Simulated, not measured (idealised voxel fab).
Title: Process Module voxel tone inversion
Pictured: cross-section cut, 260 nm wide, on a grid of 5 nm square cells.
Cross-sections here: square-cell grids, written as top-down lists of bands, a band being one or more rows of cells.
Heights first: top, then bottom, in nm. Then materials, left to right, each with a width in nm. "everywhere" on a single material: fills the band edge to edge. "empty": empty space.
Heights from 0 (as-received wafer is one material below). Bottom band endless downward, as "top 0, no bottom".
Width spec "30 to 40" -> top row of cells at first value, bottom row at second value, equal per-row change in between.
"remains unaltered" (step): cross-section cells unchanged, all of them.
What "Enclosed void listing" gives you is every empty space of 8 cells or more that is cut off from the top. Each appears as width x height at distance, with the distance taken from the left edge and width, height and distance all in nm.
On each step's line, the part that comes after the settings is the simulator's own comment on the step.
If you see "overlay nm" on a step's line and that step has a mask, it's telling you how far right of where it was planned the mask ended up; a negative number means it went left instead.

Process steps foreseen in the plan
| 1 | RECEIVE with material Si |
| 2 | CONFORMAL_DEP with material SiCN, thk nm 5 |
| 3 | DIRECTIONAL_DEP with material aC, thk nm 25 |
| 4 | PATTERN with tone cover, mask id POSTS, material resist, width nm 15, pitch nm 45, thk nm 30, overlay nm 0 |
| 5 | DIRECTIONAL_ETCH with etch materials aC, depth nm 25 |
| 6 | STRIP with etch materials resist |
| 7 | FILL_DEP with material SiO2, thk nm 10 |
| 8 | CMP with height nm 30 |
| 9 | STRIP with etch materials aC |
| 10 | CONFORMAL_DEP with material TiN, thk nm 5 |
| 11 | FILL_DEP with material Ru, thk nm 10 |
| 12 | CMP with height nm 30 |
| 13 | CONFORMAL_DEP with material SiCN, thk nm 5 |

The first of a set of two wafers, run to plan

Wafer at receipt (post step 1), cross-section
- top 0, no bottom  Si everywhere
- Enclosed void listing: none

Upon completion of step 2, the wafer appears in cross-section as shown
- top 5, bottom 0  SiCN everywhere
- Nothing below the height 0 has changed.

Upon completion of step 3, the wafer appears in cross-section as shown
- top 30, bottom 5  aC everywhere
- Nothing below the height 5 has changed.

Upon completion of step 4, the wafer appears in cross-section as shown
- top 60, bottom 30  75 nm empty, then 15 nm resist, then 30 nm empty, then 15 nm resist, then 30 nm empty, then 15 nm resist, then 80 nm empty
- Nothing below the height 30 has changed.

Upon completion of step 5, the wafer appears in cross-section as shown
- top 35, bottom 30  75 nm empty, then 15 nm resist, then 30 nm empty, then 15 nm resist, then 30 nm empty, then 15 nm resist, then 80 nm empty
- top 30, bottom 5  75 nm empty, then 15 nm aC, then 30 nm empty, then 15 nm aC, then 30 nm empty, then 15 nm aC, then 80 nm empty
- Nothing below the height 5 has changed.

Upon completion of step 6, the wafer appears in cross-section as shown
- top 30, bottom 5  75 nm empty, then 15 nm aC, then 30 nm empty, then 15 nm aC, then 30 nm empty, then 15 nm aC, then 80 nm empty
- Nothing below the height 5 has changed.

Upon completion of step 7, the wafer appears in cross-section as shown
- top 40, bottom 30  SiO2 everywhere
- top 30, bottom 5  75 nm SiO2, then 15 nm aC, then 30 nm SiO2, then 15 nm aC, then 30 nm SiO2, then 15 nm aC, then 80 nm SiO2
- Nothing below the height 5 has changed.

Upon completion of step 8, the wafer appears in cross-section as shown
- top 30, bottom 5  75 nm SiO2, then 15 nm aC, then 30 nm SiO2, then 15 nm aC, then 30 nm SiO2, then 15 nm aC, then 80 nm SiO2
- Nothing below the height 5 has changed.

Upon completion of step 9, the wafer appears in cross-section as shown
- top 30, bottom 5  75 nm SiO2, then 15 nm empty, then 30 nm SiO2, then 15 nm empty, then 30 nm SiO2, then 15 nm empty, then 80 nm SiO2
- Nothing below the height 5 has changed.

Upon completion of step 10, the wafer appears in cross-section as shown
- top 35, bottom 30  80 nm TiN, then 5 nm empty, then 40 nm TiN, then 5 nm empty, then 40 nm TiN, then 5 nm empty, then 85 nm TiN
- top 30, bottom 10  75 nm SiO2, then 5 nm TiN, then 5 nm empty, then 5 nm TiN, then 30 nm SiO2, then 5 nm TiN, then 5 nm empty, then 5 nm TiN, then 30 nm SiO2, then 5 nm TiN, then 5 nm empty, then 5 nm TiN, then 80 nm SiO2
- top 10, bottom 5  75 nm SiO2, then 15 nm TiN, then 30 nm SiO2, then 15 nm TiN, then 30 nm SiO2, then 15 nm TiN, then 80 nm SiO2
- Nothing below the height 5 has changed.

Upon completion of step 11, the wafer appears in cross-section as shown
- top 45, bottom 35  Ru everywhere
- top 35, bottom 30  80 nm TiN, then 5 nm Ru, then 40 nm TiN, then 5 nm Ru, then 40 nm TiN, then 5 nm Ru, then 85 nm TiN
- top 30, bottom 10  75 nm SiO2, then 5 nm TiN, then 5 nm Ru, then 5 nm TiN, then 30 nm SiO2, then 5 nm TiN, then 5 nm Ru, then 5 nm TiN, then 30 nm SiO2, then 5 nm TiN, then 5 nm Ru, then 5 nm TiN, then 80 nm SiO2
- Nothing below the height 10 has changed.

Upon completion of step 12, the wafer appears in cross-section as shown
- top 30, bottom 10  75 nm SiO2, then 5 nm TiN, then 5 nm Ru, then 5 nm TiN, then 30 nm SiO2, then 5 nm TiN, then 5 nm Ru, then 5 nm TiN, then 30 nm SiO2, then 5 nm TiN, then 5 nm Ru, then 5 nm TiN, then 80 nm SiO2
- Nothing below the height 10 has changed.

Upon completion of step 13, the wafer appears in cross-section as shown
- top 35, bottom 30  SiCN everywhere
- Nothing below the height 30 has changed.

The second wafer was prepared from the same starting point and under the same plan as the first; its processing contained one mistake, and it remains indistinguishable from the first wafer up to and including step 3

Cross-section of the second wafer at the time by which step 4 should have been completed according to the plan
- top 60, bottom 30  80 nm empty, then 15 nm resist, then 30 nm empty, then 15 nm resist, then 30 nm empty, then 15 nm resist, then 75 nm empty
- Nothing below the height 30 has changed.

Cross-section of the second wafer at the time by which step 5 should have been completed according to the plan
- top 35, bottom 30  80 nm empty, then 15 nm resist, then 30 nm empty, then 15 nm resist, then 30 nm empty, then 15 nm resist, then 75 nm empty
- top 30, bottom 5  80 nm empty, then 15 nm aC, then 30 nm empty, then 15 nm aC, then 30 nm empty, then 15 nm aC, then 75 nm empty
- Nothing below the height 5 has changed.

Cross-section of the second wafer at the time by which step 6 should have been completed according to the plan
- top 30, bottom 5  80 nm empty, then 15 nm aC, then 30 nm empty, then 15 nm aC, then 30 nm empty, then 15 nm aC, then 75 nm empty
- Nothing below the height 5 has changed.

Cross-section of the second wafer at the time by which step 7 should have been completed according to the plan
- top 40, bottom 30  SiO2 everywhere
- top 30, bottom 5  80 nm SiO2, then 15 nm aC, then 30 nm SiO2, then 15 nm aC, then 30 nm SiO2, then 15 nm aC, then 75 nm SiO2
- Nothing below the height 5 has changed.

Cross-section of the second wafer at the time by which step 8 should have been completed according to the plan
- top 30, bottom 5  80 nm SiO2, then 15 nm aC, then 30 nm SiO2, then 15 nm aC, then 30 nm SiO2, then 15 nm aC, then 75 nm SiO2
- Nothing below the height 5 has changed.

Cross-section of the second wafer at the time by which step 9 should have been completed according to the plan
- top 30, bottom 5  80 nm SiO2, then 15 nm empty, then 30 nm SiO2, then 15 nm empty, then 30 nm SiO2, then 15 nm empty, then 75 nm SiO2
- Nothing below the height 5 has changed.

Cross-section of the second wafer at the time by which step 10 should have been completed according to the plan
- top 35, bottom 30  85 nm TiN, then 5 nm empty, then 40 nm TiN, then 5 nm empty, then 40 nm TiN, then 5 nm empty, then 80 nm TiN
- top 30, bottom 10  80 nm SiO2, then 5 nm TiN, then 5 nm empty, then 5 nm TiN, then 30 nm SiO2, then 5 nm TiN, then 5 nm empty, then 5 nm TiN, then 30 nm SiO2, then 5 nm TiN, then 5 nm empty, then 5 nm TiN, then 75 nm SiO2
- top 10, bottom 5  80 nm SiO2, then 15 nm TiN, then 30 nm SiO2, then 15 nm TiN, then 30 nm SiO2, then 15 nm TiN, then 75 nm SiO2
- Nothing below the height 5 has changed.

Cross-section of the second wafer at the time by which step 11 should have been completed according to the plan
- top 45, bottom 35  Ru everywhere
- top 35, bottom 30  85 nm TiN, then 5 nm Ru, then 40 nm TiN, then 5 nm Ru, then 40 nm TiN, then 5 nm Ru, then 80 nm TiN
- top 30, bottom 10  80 nm SiO2, then 5 nm TiN, then 5 nm Ru, then 5 nm TiN, then 30 nm SiO2, then 5 nm TiN, then 5 nm Ru, then 5 nm TiN, then 30 nm SiO2, then 5 nm TiN, then 5 nm Ru, then 5 nm TiN, then 75 nm SiO2
- Nothing below the height 10 has changed.

Cross-section of the second wafer at the time by which step 12 should have been completed according to the plan
- top 30, bottom 10  80 nm SiO2, then 5 nm TiN, then 5 nm Ru, then 5 nm TiN, then 30 nm SiO2, then 5 nm TiN, then 5 nm Ru, then 5 nm TiN, then 30 nm SiO2, then 5 nm TiN, then 5 nm Ru, then 5 nm TiN, then 75 nm SiO2
- Nothing below the height 10 has changed.

Cross-section of the second wafer at the time by which step 13 should have been completed according to the plan
- top 35, bottom 30  SiCN everywhere
- Nothing below the height 30 has changed.
What was the processing mistake? step 4: run off-plan, actual operation and settings PATTERN with tone cover, mask id POSTS, material resist, width nm 15, pitch nm 45, thk nm 30, overlay nm 5
Matching per-material cell counts, mismatched positions: that is how the second wafer compares with the first at the end.
